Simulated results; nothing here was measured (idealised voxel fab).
Herein follows the process module entitled voxel gate over fins.
The width of the displayed cross-section, cut, is 300 nm; its cells are square, with a size of 5 nm.
In what follows, cross-sections appear as grids of square cells, described through bands that run from the top down, where every band is one or more rows of cells. A band entry consists of two parts. The first gives the height of the band's top and the height of its bottom, in nm. The rest lists the band's materials from left to right, each with its width in nm. A single material labelled with the word "everywhere" fills the band from edge to edge, and the word "blank" marks empty space. Heights are expressed relative to 0, this being the level below which the as-received wafer comprises one material exclusively. The lowest band is unbounded in the downward direction and is denoted as in "0..down". Read "30..40" as a graded width: first number on top, second number at the bottom, same change between each pair of neighbouring rows. Where the words "no change" appear for a step, the cross-section shows no cell changed by that step; every cell remained as before. "Closed internal cavities" means: voids of 8 cells or more that are shut off from the top with no open way through. Written width x height at distance, distance from the left edge, in nm. Post-settings text on a step line: simulator's own remark regarding the step. overlay nm: mask right of planned place by this much (step with mask). Neg. = left.

## Listed below are the process steps as planned
1,RECEIVE, material Si
2,CONFORMAL_DEP, material SiN, thk nm 5
3,DIRECTIONAL_DEP, material aC, thk nm 10
4,PATTERN, tone cover, mask id FINS, material resist, width nm 15, pitch nm 40, thk nm 30, overlay nm 0
5,DIRECTIONAL_ETCH, etch materials aC, depth nm 10
6,STRIP, etch materials resist
7,DIRECTIONAL_ETCH, etch materials SiN, depth nm 5
8,DIRECTIONAL_ETCH, etch materials Si, depth nm 30
9,STRIP, etch materials aC
10,OXIDIZE, depth nm 5
11,FILL_DEP, material SiO2, thk nm 10
12,CMP, height nm 5
13,SELECTIVE_ETCH, etch materials SiO2, depth nm 20
14,STRIP, etch materials SiN
15,CONFORMAL_DEP, material HfO2, thk nm 5
16,CONFORMAL_DEP, material TiN, thk nm 5
17,CONFORMAL_DEP, material TiAl, thk nm 5
18,CONFORMAL_DEP, material TiN, thk nm 5
19,FILL_DEP, material W, thk nm 15
20,CMP, height nm 30
21,CONFORMAL_DEP, material SiCN, thk nm 5

## Cross-section of the wafer at receipt, which is the condition after step 1
    0..down | Si everywhere
    Closed internal cavities: none

## Module complete - cross-section of the first of two wafers, run according to plan
    35..30 | SiCN everywhere
    30..20 | W everywhere
    20..15 | W 85 nm; TiN 125 nm; W 90 nm
    15..10 | W 85 nm; TiN 5 nm; TiAl 35 nm; TiN 5 nm; TiAl 35 nm; TiN 5 nm; TiAl 35 nm; TiN 5 nm; W 90 nm
    10..5 | W 85 nm; TiN 5 nm; TiAl 5 nm; TiN 25 nm; TiAl 5 nm; TiN 5 nm; TiAl 5 nm; TiN 25 nm; TiAl 5 nm; TiN 5 nm; TiAl 5 nm; TiN 25 nm; TiAl 5 nm; TiN 5 nm; W 90 nm
    5..0 | TiN 90 nm; TiAl 5 nm; TiN 5 nm; HfO2 15 nm; TiN 5 nm; TiAl 5 nm; TiN 5 nm; TiAl 5 nm; TiN 5 nm; HfO2 15 nm; TiN 5 nm; TiAl 5 nm; TiN 5 nm; TiAl 5 nm; TiN 5 nm; HfO2 15 nm; TiN 5 nm; TiAl 5 nm; TiN 95 nm
    0..-5 | TiAl 95 nm; TiN 5 nm; HfO2 5 nm; Si 5 nm; HfO2 5 nm; TiN 5 nm; TiAl 15 nm; TiN 5 nm; HfO2 5 nm; Si 5 nm; HfO2 5 nm; TiN 5 nm; TiAl 15 nm; TiN 5 nm; HfO2 5 nm; Si 5 nm; HfO2 5 nm; TiN 5 nm; TiAl 100 nm
    -5..-10 | TiN 100 nm; HfO2 5 nm; Si 5 nm; HfO2 5 nm; TiN 25 nm; HfO2 5 nm; Si 5 nm; HfO2 5 nm; TiN 25 nm; HfO2 5 nm; Si 5 nm; HfO2 5 nm; TiN 105 nm
    -10..-15 | HfO2 105 nm; Si 5 nm; HfO2 35 nm; Si 5 nm; HfO2 35 nm; Si 5 nm; HfO2 110 nm
    -15..-35 | SiO2 105 nm; Si 5 nm; SiO2 35 nm; Si 5 nm; SiO2 35 nm; Si 5 nm; SiO2 110 nm
    -35..down | Si everywhere
    Closed internal cavities: none

## Module end: cross-section of wafer two of two. Same start and process plan as the first wafer. One mistake during execution
    35..30 | SiCN everywhere
    30..20 | W everywhere
    20..15 | W 85 nm; TiN 125 nm; W 90 nm
    15..10 | W 85 nm; TiN 5 nm; TiAl 35 nm; TiN 5 nm; TiAl 35 nm; TiN 5 nm; TiAl 35 nm; TiN 5 nm; W 90 nm
    10..5 | W 85 nm; TiN 5 nm; TiAl 5 nm; TiN 25 nm; TiAl 5 nm; TiN 5 nm; TiAl 5 nm; TiN 25 nm; TiAl 5 nm; TiN 5 nm; TiAl 5 nm; TiN 25 nm; TiAl 5 nm; TiN 5 nm; W 90 nm
    5..0 | W 85 nm; TiN 5 nm; TiAl 5 nm; TiN 5 nm; HfO2 15 nm; TiN 5 nm; TiAl 5 nm; TiN 5 nm; TiAl 5 nm; TiN 5 nm; HfO2 15 nm; TiN 5 nm; TiAl 5 nm; TiN 5 nm; TiAl 5 nm; TiN 5 nm; HfO2 15 nm; TiN 5 nm; TiAl 5 nm; TiN 5 nm; W 90 nm
    0..-15 | W 85 nm; TiN 5 nm; TiAl 5 nm; TiN 5 nm; HfO2 5 nm; Si 5 nm; HfO2 5 nm; TiN 5 nm; TiAl 5 nm; TiN 5 nm; TiAl 5 nm; TiN 5 nm; HfO2 5 nm; Si 5 nm; HfO2 5 nm; TiN 5 nm; TiAl 5 nm; TiN 5 nm; TiAl 5 nm; TiN 5 nm; HfO2 5 nm; Si 5 nm; HfO2 5 nm; TiN 5 nm; TiAl 5 nm; TiN 5 nm; W 90 nm
    -15..-20 | TiN 90 nm; TiAl 5 nm; TiN 5 nm; HfO2 5 nm; Si 5 nm; HfO2 5 nm; TiN 5 nm; TiAl 5 nm; TiN 5 nm; TiAl 5 nm; TiN 5 nm; HfO2 5 nm; Si 5 nm; HfO2 5 nm; TiN 5 nm; TiAl 5 nm; TiN 5 nm; TiAl 5 nm; TiN 5 nm; HfO2 5 nm; Si 5 nm; HfO2 5 nm; TiN 5 nm; TiAl 5 nm; TiN 95 nm
    -20..-25 | TiAl 95 nm; TiN 5 nm; HfO2 5 nm; Si 5 nm; HfO2 5 nm; TiN 5 nm; TiAl 15 nm; TiN 5 nm; HfO2 5 nm; Si 5 nm; HfO2 5 nm; TiN 5 nm; TiAl 15 nm; TiN 5 nm; HfO2 5 nm; Si 5 nm; HfO2 5 nm; TiN 5 nm; TiAl 100 nm
    -25..-30 | TiN 100 nm; HfO2 5 nm; Si 5 nm; HfO2 5 nm; TiN 25 nm; HfO2 5 nm; Si 5 nm; HfO2 5 nm; TiN 25 nm; HfO2 5 nm; Si 5 nm; HfO2 5 nm; TiN 105 nm
    -30..-35 | HfO2 105 nm; Si 5 nm; HfO2 35 nm; Si 5 nm; HfO2 35 nm; Si 5 nm; HfO2 110 nm
    -35..down | Si everywhere
    Closed internal cavities: none
In executing the process, a mistake was made relative to the plan: twice, step 13 of the plan was run
FYI, end of process, the second wafer has more or fewer cells of some materials than the first: +24 HfO2 | -228 SiO2 | +24 TiAl | +40 TiN | +140 W
